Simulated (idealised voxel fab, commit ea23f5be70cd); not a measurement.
Process module under the name voxel fin reveal
It is cross-section cut that appears here, measuring 270 nm in width, its square cells being 5 nm in size.
The cross-sections in this document take the form of a grid made of square cells. They are written out as bands, in order from top to bottom. Each band consists of one or more rows of cells.
First you get the band's top height and its bottom height, in nm, and then the materials it's made of, left to right, with each width in nm. If you see a single material with "full width", that one covers the band edge to edge. "air" is empty space.
Height is counted from the level 0, under which the received wafer is composed throughout of one material. The lowest of the bands is not closed at the bottom but continues downward, in the notation "0 -> down".
You'd read "30..40" like this: the band's top row of cells is as wide as the first number, its bottom row is as wide as the second, and going down, every row changes width by the same amount as the row before did.
What does "all unchanged" mean for a step? It means no cell of the cross-section changed in that step.
Look at "closed voids" for the closed voids: empty spaces with no open path to the top, sized 8 cells or up. Each is width x height at distance, distance from the left edge, all nm.
Text after the settings on a step's line: the simulator's own remark on that step.
The "overlay nm" setting may appear on a step's line; for a step that uses a mask, it gives how far to the right of its planned position the mask lay, and a negative value indicates the left.
BELOW IS THE LIST OF PLANNED PROCESS STEPS
- 1: op RECEIVE | material Si
- 2: op CONFORMAL_DEP | material SiN | thk nm 5
- 3: op MASKED_ETCH | tone cover | mask id FINS | width nm 15 | pitch nm 40 | etch materials SiN | depth nm 5 | overlay nm 0
- 4: op MASKED_ETCH | tone cover | mask id FINS | width nm 15 | pitch nm 40 | etch materials Si | depth nm 40 | overlay nm 0
- 5: op OXIDIZE | depth nm 5
- 6: op FILL_DEP | material SiO2 | thk nm 10
- 7: op CMP | height nm 5
- 8: op SELECTIVE_ETCH | etch materials SiO2 | depth nm 20
- 9: op STRIP | etch materials SiN
- 10: op CONFORMAL_DEP | material HfO2 | thk nm 5
DELIVERED WAFER IN CROSS-SECTION: STATE AFTER STEP 1
	0 -> down | Si full width
	closed voids: none
CROSS-SECTION AT MODULE END, ONE RUN ERROR; START AND PLAN UNCHANGED FROM ABOVE
	0 -> -15 | air 90; Si 5; air 35; Si 5; air 35; Si 5; air 95
	-15 -> -45 | SiO2 90; Si 5; SiO2 35; Si 5; SiO2 35; Si 5; SiO2 95
	-45 -> down | Si full width
	closed voids: none
Nonconformance to the process plan: step 10 of the plan was excluded from execution and never run
